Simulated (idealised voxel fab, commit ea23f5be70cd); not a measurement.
The process module that follows is named voxel capacitor over wiring.
It is cross-section cut that appears here, measuring 210 nm in width, its square cells being 5 nm in size.
Just so we're on the same page, the cross-sections are grids of square cells, and they're listed out in bands top to bottom, each band one or more rows deep. For a band, the entry starts with two heights in nm, that of the top and then that of the bottom, and carries on with the band's materials in order from left to right, each alongside its width in nm; the word "everywhere" beside a single material means it fills the band edge to edge, and "air" means empty space. Zero point of the height axis is 0; under it, received wafer = one material. Lowest band: continues down indefinitely, "z 0 and below". Read "30..40" as a graded width: first number on top, second number at the bottom, same change between each pair of neighbouring rows. Given "nothing got changed" for a step, no cell of the cross-section differs between before and after that step. The label "Sealed cavities" introduces a list of the empty spaces, 8 cells or larger, that have no open way up to the top; each entry in it reads width x height at distance, where the distance is taken from the left edge and all three are stated in nm. Whatever follows a step's settings on its line is a remark the simulator itself makes about that step. Steps that use a mask can have "overlay nm" on their line. It says how far the mask sat to the right of where it was meant to be. Negative means to the left.
[So here's the lineup of process steps we planned]
1,RECEIVE | material Si
2,CONFORMAL_DEP | material SiO2 | thk nm 10
3,CONFORMAL_DEP | material SiCN | thk nm 5
4,DIRECTIONAL_DEP | material SiO2 | thk nm 15
5,PATTERN | tone open | mask id METAL_1 | material resist | width nm 30 | pitch nm 95 | thk nm 20 | overlay nm 0
6,DIRECTIONAL_ETCH | etch materials SiO2 | depth nm 15
7,DIRECTIONAL_ETCH | etch materials SiCN | depth nm 5
8,STRIP | etch materials resist
9,CONFORMAL_DEP | material TiN | thk nm 5
10,FILL_DEP | material Cu | thk nm 5
11,CMP | height nm 30
12,CONFORMAL_DEP | material SiCN | thk nm 5
13,DIRECTIONAL_DEP | material lowk | thk nm 20
14,PATTERN | tone open | mask id PLUG_1 | material resist | width nm 15 | thk nm 15 | overlay nm 0
15,DIRECTIONAL_ETCH | etch materials lowk | depth nm 20
16,DIRECTIONAL_ETCH | etch materials SiCN | depth nm 5
17,STRIP | etch materials resist
18,EPI | material Ru | thk nm 10
19,EPI | material Ru | thk nm 10
20,EPI | material Ru | thk nm 5
21,DIRECTIONAL_DEP | material TiN | thk nm 5
22,DIRECTIONAL_DEP | material HfO2 | thk nm 5
23,DIRECTIONAL_DEP | material TiN | thk nm 5
24,MASKED_ETCH | tone cover | mask id UPPER_PLATE | width nm 70 | etch materials TiN | depth nm 5 | overlay nm 0
25,MASKED_ETCH | tone cover | mask id UPPER_PLATE | width nm 70 | etch materials HfO2 | depth nm 5 | overlay nm -15
26,MASKED_ETCH | tone cover | mask id LOWER_PLATE | width nm 80 | etch materials TiN | depth nm 5 | overlay nm 0
27,FILL_DEP | material SiO2 | thk nm 15
28,CMP | height nm 80
29,DIRECTIONAL_DEP | material aC | thk nm 15
30,PATTERN | tone open | mask id PLUG_2 | material resist | width nm 15 | thk nm 30 | overlay nm 0
31,DIRECTIONAL_ETCH | etch materials aC | depth nm 15
32,STRIP | etch materials resist
33,DIRECTIONAL_ETCH | etch materials SiO2 | depth nm 10
34,STRIP | etch materials aC
35,CONFORMAL_DEP | material TiN | thk nm 5
36,FILL_DEP | material W | thk nm 5
37,CMP | height nm 80
38,CONFORMAL_DEP | material SiN | thk nm 5
varied across the wafers: overlay nm of step 25. The plan shows the first wafer's value. All wafers start alike
[Cut through the first of several wafers as received, post step 1]
	z 0 and below: Si everywhere
	Sealed cavities: none
[Depicted here is the first of several wafers in cross-section, at module completion following the last step, step 38]
	z 85 to 80: SiN everywhere
	z 80 to 75: SiO2=65 | TiN=5 | W=5 | TiN=5 | SiO2=130
	z 75 to 65: SiO2=65..55 | TiN=15..70 | SiO2=130..85
	z 65 to 60: SiO2=40 | HfO2=85 | SiO2=85
	z 60 to 55: SiO2=40 | TiN=90 | SiO2=80
	z 55 to 35: lowk=55 | Ru=15 | lowk=140
	z 35 to 30: SiCN=55 | Ru=15 | SiCN=140
	z 30 to 15: SiO2=40 | TiN=5 | Cu=20 | TiN=5 | SiO2=65 | TiN=5 | Cu=20 | TiN=5 | SiO2=45
	z 15 to 10: SiCN=40 | TiN=30 | SiCN=65 | TiN=30 | SiCN=45
	z 10 to 0: SiO2 everywhere
	z 0 and below: Si everywhere
	Sealed cavities: none
[Final wafer cross-section at module end]
	z 85 to 80: SiN everywhere
	z 80 to 75: SiO2=65 | TiN=5 | W=5 | TiN=5 | SiO2=130
	z 75 to 65: SiO2=65..55 | TiN=15..70 | SiO2=130..85
	z 65 to 60: SiO2=55 | HfO2=85 | SiO2=70
	z 60 to 55: SiO2=50 | TiN=90 | SiO2=70
	z 55 to 35: lowk=55 | Ru=15 | lowk=140
	z 35 to 30: SiCN=55 | Ru=15 | SiCN=140
	z 30 to 15: SiO2=40 | TiN=5 | Cu=20 | TiN=5 | SiO2=65 | TiN=5 | Cu=20 | TiN=5 | SiO2=45
	z 15 to 10: SiCN=40 | TiN=30 | SiCN=65 | TiN=30 | SiCN=45
	z 10 to 0: SiO2 everywhere
	z 0 and below: Si everywhere
	Sealed cavities: none
[Quick key for the table: a row per wafer, taken at the end of the module. For each material it tells you how many cells the wafer gained (+) or lost (-) since it came in, and the closed voids come after]
overlay nm -15; +24 Cu; +17 HfO2; +15 Ru; +69 SiCN; +42 SiN; +329 SiO2; +61 TiN; +1 W; +156 lowk; Sealed cavities: none
overlay nm -10; +24 Cu; +16 HfO2; +15 Ru; +69 SiCN; +42 SiN; +331 SiO2; +60 TiN; +1 W; +156 lowk; Sealed cavities: none
overlay nm -5; +24 Cu; +15 HfO2; +15 Ru; +69 SiCN; +42 SiN; +333 SiO2; +59 TiN; +1 W; +156 lowk; Sealed cavities: none
overlay nm 0; +24 Cu; +14 HfO2; +15 Ru; +69 SiCN; +42 SiN; +334 SiO2; +59 TiN; +1 W; +156 lowk; Sealed cavities: none
overlay nm 5; +24 Cu; +15 HfO2; +15 Ru; +69 SiCN; +42 SiN; +333 SiO2; +59 TiN; +1 W; +156 lowk; Sealed cavities: none
overlay nm 10; +24 Cu; +16 HfO2; +15 Ru; +69 SiCN; +42 SiN; +331 SiO2; +60 TiN; +1 W; +156 lowk; Sealed cavities: none
overlay nm 15; +24 Cu; +17 HfO2; +15 Ru; +69 SiCN; +42 SiN; +329 SiO2; +61 TiN; +1 W; +156 lowk; Sealed cavities: none
